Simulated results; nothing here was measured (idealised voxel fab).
Presented below is a process module, voxel wiring stack.
This is section cut - it's 160 nm across, gridded in 5 nm square cells.
For the purposes of this document, a cross-section shall be understood as a grid of square cells, specified as bands listed in top-to-bottom order, each band consisting of one or more rows of cells.
Read a band's entry like this: the first values are the height of its top and the height of its bottom in nm, and what follows is the sequence of materials from left to right, each with its width in nm. Note that "empty" is empty space, and that a single material marked "throughout" reaches across the band from edge to edge.
Where do heights start? At 0: under that level the wafer as delivered is made of one material only. And the lowest band has no floor; it just carries on downward, as in "z 0 and below".
Top row gets the first number, bottom row gets the second, and each row in between changes by the same step: that is how a band width like "30->40" works.
"same as before" -> step changed no cross-section cell.
Under "Enclosed void entries" you'll find the enclosed gaps, the ones with no way out to the top, that are 8 cells or bigger; each reads width x height at distance, with distance counted from the left edge, everything in nm.
Where a step's line continues beyond its settings, the continuation is a remark by the simulator itself on that step.
You can add "overlay nm" to a step's line. For a step with a mask, it describes how far the mask lay to the right of its planned position, and a negative number describes a lay to the left.
Here's what the planned process steps look like:
1. RECEIVE [material Si]
2. CONFORMAL_DEP [material SiO2] [thk nm 15]
3. DIRECTIONAL_DEP [material TiN] [thk nm 5]
4. DIRECTIONAL_DEP [material W] [thk nm 25]
5. PATTERN [tone cover] [mask id METAL_1] [material resist] [width nm 20] [pitch nm 40] [thk nm 20] [overlay nm 0]
6. DIRECTIONAL_ETCH [etch materials W] [depth nm 25]
7. DIRECTIONAL_ETCH [etch materials TiN] [depth nm 5]
8. STRIP [etch materials resist]
9. FILL_DEP [material lowk] [thk nm 10]
10. CMP [height nm 45]
11. CONFORMAL_DEP [material SiCN] [thk nm 5]
12. DIRECTIONAL_DEP [material lowk] [thk nm 30]
13. DIRECTIONAL_DEP [material aC] [thk nm 15]
14. PATTERN [tone open] [mask id METAL_2] [material resist] [width nm 20] [pitch nm 40] [thk nm 30] [overlay nm 0]
15. DIRECTIONAL_ETCH [etch materials aC] [depth nm 15]
16. STRIP [etch materials resist]
17. DIRECTIONAL_ETCH [etch materials lowk] [depth nm 15]
18. STRIP [etch materials aC]
19. MASKED_ETCH [tone open] [mask id METAL_2_HOLES] [width nm 15] [pitch nm 40] [etch materials lowk] [depth nm 15] [overlay nm 0]
20. MASKED_ETCH [tone open] [mask id METAL_2_HOLES] [width nm 15] [pitch nm 40] [etch materials SiCN] [depth nm 5] [overlay nm 0]
21. CONFORMAL_DEP [material TiN] [thk nm 5]
22. FILL_DEP [material Cu] [thk nm 10]
23. CMP [height nm 80]
24. CONFORMAL_DEP [material SiN] [thk nm 5]
Wafer cross-section on receipt, i.e. after step 1:
z 0 and below  Si throughout
Enclosed void entries: none
End-of-module cross-section of the first of two wafers, processed as planned:
z 85 to 80  SiN throughout
z 80 to 70  lowk 50  TiN 5  Cu 10  TiN 5  lowk 20  TiN 5  Cu 10  TiN 5  lowk 50
z 70 to 65  lowk 50  TiN 5  Cu 5  TiN 10  lowk 20  TiN 5  Cu 5  TiN 10  lowk 50
z 65 to 50  lowk 50  TiN 5  Cu 5  TiN 5  lowk 25  TiN 5  Cu 5  TiN 5  lowk 55
z 50 to 45  SiCN 50  TiN 15  SiCN 25  TiN 15  SiCN 55
z 45 to 20  lowk 50  W 20  lowk 20  W 20  lowk 50
z 20 to 15  lowk 50  TiN 20  lowk 20  TiN 20  lowk 50
z 15 to 0  SiO2 throughout
z 0 and below  Si throughout
Enclosed void entries: none
Module end: cross-section of wafer two of two. Same start and process plan as the first wafer. One mistake during execution:
z 85 to 80  SiN throughout
z 80 to 70  lowk 45  TiN 5  Cu 15  TiN 5  lowk 15  TiN 5  Cu 15  TiN 5  lowk 50
z 70 to 65  lowk 45  TiN 10  Cu 10  TiN 5  lowk 15  TiN 10  Cu 10  TiN 5  lowk 50
z 65 to 55  lowk 50  TiN 5  Cu 10  TiN 5  lowk 20  TiN 5  Cu 10  TiN 5  lowk 50
z 55 to 50  lowk 50  TiN 5  Cu 5  TiN 10  lowk 20  TiN 5  Cu 5  TiN 10  lowk 50
z 50 to 45  SiCN 50  TiN 15  SiCN 25  TiN 15  SiCN 55
z 45 to 20  lowk 50  W 20  lowk 20  W 20  lowk 50
z 20 to 15  lowk 50  TiN 20  lowk 20  TiN 20  lowk 50
z 15 to 0  SiO2 throughout
z 0 and below  Si throughout
Enclosed void entries: none
It is concluded that the wafer was processed incorrectly with respect to the plan, in that note that step 19 departed from the planned setting and was carried out as MASKED_ETCH [tone open] [mask id METAL_2_HOLES] [width nm 25] [pitch nm 40] [etch materials lowk] [depth nm 15] [overlay nm 0]
Once processing is complete, comparing cell counts shows that the second wafer has more or fewer of certain materials than the first: Cu: 10 more, TiN: 2 more, lowk: 12 fewer
